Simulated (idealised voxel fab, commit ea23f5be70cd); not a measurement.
You're looking at the process module voxel tone inversion.
We display cut, a cross-section 255 nm in width whose square cells are each 5 nm.
We lay out every cross-section as a grid of square cells and spell it out in bands from the top down, where one band means one or more rows of cells. Each band's line starts with the height of the band's top and of its bottom, in nm. Then come its materials from left to right, each with its width in nm. One material with "everywhere" fills the band from edge to edge. "blank" is empty space. The level at which height equals 0 is the one under which the wafer, as it arrives, is entirely one material. No lower edge exists for the bottom band, which continues downward and is notated as in "from 0 down". Read "30 to 40" as a graded width: first number on top, second number at the bottom, same change between each pair of neighbouring rows. Where a step carries "changes: none", the cross-section came out of it unchanged, cell for cell. The label "Enclosed empty spaces" introduces a list of the empty spaces, 8 cells or larger, that have no open way up to the top; each entry in it reads width x height at distance, where the distance is taken from the left edge and all three are stated in nm. Note: text after step settings on the step line = simulator remark on that step. On any step carrying a mask, the "overlay nm" setting, if present on the step's line, tells how far right of its planned place the mask lay; negative values point to the left.

Set out below are the planned steps of the process:
- 1: RECEIVE: material Si
- 2: CONFORMAL_DEP: material SiCN, thk nm 10
- 3: DIRECTIONAL_DEP: material aC, thk nm 20
- 4: PATTERN: tone cover, mask id POSTS, material resist, width nm 25, pitch nm 50, thk nm 25, overlay nm 0
- 5: DIRECTIONAL_ETCH: etch materials aC, depth nm 20
- 6: STRIP: etch materials resist
- 7: FILL_DEP: material SiO2, thk nm 10
- 8: CMP: height nm 30
- 9: STRIP: etch materials aC

The first of the two wafers, which ran as planned:

Incoming wafer in cross-section (state: after step 1):
	from 0 down = Si everywhere
	Enclosed empty spaces: none

Presented here is a cross-section of the wafer after step 2 has been performed:
	from 10 to 0 = SiCN everywhere
	below 0: unchanged

Presented here is a cross-section of the wafer after step 3 has been performed:
	from 30 to 10 = aC everywhere
	below 10: unchanged

Presented here is a cross-section of the wafer after step 4 has been performed:
	from 55 to 30 = 40 nm blank  25 nm resist  25 nm blank  25 nm resist  25 nm blank  25 nm resist  25 nm blank  25 nm resist  40 nm blank
	below 30: unchanged

Presented here is a cross-section of the wafer after step 5 has been performed:
	from 35 to 30 = 40 nm blank  25 nm resist  25 nm blank  25 nm resist  25 nm blank  25 nm resist  25 nm blank  25 nm resist  40 nm blank
	from 30 to 10 = 40 nm blank  25 nm aC  25 nm blank  25 nm aC  25 nm blank  25 nm aC  25 nm blank  25 nm aC  40 nm blank
	below 10: unchanged

Presented here is a cross-section of the wafer after step 6 has been performed:
	from 30 to 10 = 40 nm blank  25 nm aC  25 nm blank  25 nm aC  25 nm blank  25 nm aC  25 nm blank  25 nm aC  40 nm blank
	below 10: unchanged

Presented here is a cross-section of the wafer after step 7 has been performed:
	from 40 to 30 = SiO2 everywhere
	from 30 to 10 = 40 nm SiO2  25 nm aC  25 nm SiO2  25 nm aC  25 nm SiO2  25 nm aC  25 nm SiO2  25 nm aC  40 nm SiO2
	below 10: unchanged

Presented here is a cross-section of the wafer after step 8 has been performed:
	from 30 to 10 = 40 nm SiO2  25 nm aC  25 nm SiO2  25 nm aC  25 nm SiO2  25 nm aC  25 nm SiO2  25 nm aC  40 nm SiO2
	below 10: unchanged

Presented here is a cross-section of the wafer after step 9 has been performed:
	from 30 to 10 = 40 nm SiO2  25 nm blank  25 nm SiO2  25 nm blank  25 nm SiO2  25 nm blank  25 nm SiO2  25 nm blank  40 nm SiO2
	below 10: unchanged

Second wafer, same starting conditions and recipe as the first, one mistake in executing it, nothing differs from the first up to and including step 8:

Second wafer, cross-section, planned end of step 9:
	from 30 to 10 = 40 nm SiO2  25 nm blank  25 nm SiO2  25 nm blank  25 nm SiO2  25 nm blank  25 nm SiO2  25 nm blank  40 nm SiO2
	below 10: unchanged
what went wrong: step 9 was run twice
Upon completion, the cross-sectional profiles of the two wafers are identical; consequently, the error exerts no influence on the quantities computed by this model.
